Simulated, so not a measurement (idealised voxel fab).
process module | voxel capacitor over wiring
cross-section cut | 200 nm wide | cells 5 nm
A cross-section is a grid of square cells, given in bands from the top down. A band is one or more rows of cells.
Each band's line starts with the height of the band's top and of its bottom, in nm. Then come its materials from left to right, each with its width in nm. One material with "throughout" fills the band from edge to edge. "air" is empty space.
Height 0 is the level under which the wafer as received is all one material. The lowest band goes on downwards, as in "0 down".
A width such as "30 to 40" changes by the same amount from each row of cells to the next, from the band's top row to its bottom row.
"no change" after a step means that no cell of the cross-section changed.
closed voids: empty space of 8 cells or more with no open way to the top, each as width x height at its distance from the left edge, in nm
after a step's settings: what the simulator itself notes on the step
overlay nm, on a step with a mask: how far to the right of its planned place the mask lay; to the left if negative
plan
1 op RECEIVE | material Si
2 op CONFORMAL_DEP | material SiO2 | thk nm 15
3 op CONFORMAL_DEP | material SiCN | thk nm 5
4 op DIRECTIONAL_DEP | material lowk | thk nm 20
5 op PATTERN | tone open | mask id METAL_1 | material resist | width nm 20 | pitch nm 70 | thk nm 20 | overlay nm 0
6 op DIRECTIONAL_ETCH | etch materials lowk | depth nm 20
7 op DIRECTIONAL_ETCH | etch materials SiCN | depth nm 5
8 op STRIP | etch materials resist
9 op CONFORMAL_DEP | material TiN | thk nm 5
10 op FILL_DEP | material Cu | thk nm 10
11 op CMP | height nm 40
12 op CONFORMAL_DEP | material SiCN | thk nm 5
13 op DIRECTIONAL_DEP | material lowk | thk nm 10
14 op PATTERN | tone open | mask id PLUG_1 | material resist | width nm 15 | thk nm 15 | overlay nm 0
15 op DIRECTIONAL_ETCH | etch materials lowk | depth nm 10
16 op DIRECTIONAL_ETCH | etch materials SiCN | depth nm 5
17 op STRIP | etch materials resist
18 op EPI | material Ru | thk nm 10
19 op EPI | material Ru | thk nm 5
20 op DIRECTIONAL_DEP | material TiN | thk nm 5
21 op DIRECTIONAL_DEP | material SiN | thk nm 5
22 op DIRECTIONAL_DEP | material TiN | thk nm 5
23 op DIRECTIONAL_DEP | material aC | thk nm 10
24 op PATTERN | tone cover | mask id UPPER_PLATE | material resist | width nm 55 | thk nm 30 | overlay nm 0
25 op DIRECTIONAL_ETCH | etch materials aC | depth nm 10
26 op STRIP | etch materials resist
27 op DIRECTIONAL_ETCH | etch materials TiN | depth nm 5
28 op DIRECTIONAL_ETCH | etch materials SiN | depth nm 5
29 op STRIP | etch materials aC
30 op MASKED_ETCH | tone cover | mask id LOWER_PLATE | width nm 65 | etch materials TiN | depth nm 5 | overlay nm 0
31 op FILL_DEP | material SiO2 | thk nm 15
32 op CMP | height nm 80
33 op PATTERN | tone open | mask id PLUG_2 | material resist | width nm 15 | thk nm 20 | overlay nm 0
34 op DIRECTIONAL_ETCH | etch materials SiO2 | depth nm 10
35 op STRIP | etch materials resist
36 op CONFORMAL_DEP | material TiN | thk nm 5
37 op FILL_DEP | material Cu | thk nm 10
38 op CMP | height nm 80
39 op CONFORMAL_DEP | material SiN | thk nm 5
as received, after step 1
  0 down: Si throughout
  closed voids: none
first wafer at the end, as planned
  85 to 80: SiN throughout
  80 to 75: SiO2 70 | TiN 5 | Cu 5 | TiN 5 | SiO2 115
  75 to 65: SiO2 70 to 60 | TiN 15 to 55 | SiO2 115 to 85
  65 to 60: SiO2 60 | SiN 55 | SiO2 85
  60 to 55: SiO2 55 | TiN 65 | SiO2 80
  55 to 45: lowk 60 | Ru 15 | lowk 125
  45 to 40: SiCN 60 | Ru 15 | SiCN 125
  40 to 20: lowk 55 | TiN 5 | Cu 10 | TiN 5 | lowk 50 | TiN 5 | Cu 10 | TiN 5 | lowk 55
  20 to 15: SiCN 55 | TiN 20 | SiCN 50 | TiN 20 | SiCN 55
  15 to 0: SiO2 throughout
  0 down: Si throughout
  closed voids: none
second wafer at the end: like start, like plan, one mistake
  85 to 80: SiN throughout
  80 to 75: SiO2 70 | TiN 5 | Cu 5 | TiN 5 | SiO2 115
  75 to 65: SiO2 70 to 60 | TiN 15 to 55 | SiO2 115 to 85
  65 to 60: SiO2 60 | SiN 55 | SiO2 85
  60 to 55: SiO2 55 | TiN 65 | SiO2 80
  55 to 45: lowk 60 | Ru 15 | lowk 125
  45 to 40: SiCN 60 | Ru 15 | SiCN 125
  40 to 25: lowk 55 | TiN 5 | Cu 10 | TiN 5 | lowk 50 | TiN 5 | Cu 10 | TiN 5 | lowk 55
  25 to 20: SiCN 55 | TiN 20 | SiCN 50 | TiN 20 | SiCN 55
  20 to 0: SiO2 throughout
  0 down: Si throughout
  closed voids: none
what went wrong: step 2 ran as: op CONFORMAL_DEP | material SiO2 | thk nm 20
at the end the second wafer has, in cells: 4 fewer of Cu | 40 more of SiO2 | 4 fewer of TiN | 32 fewer of lowk
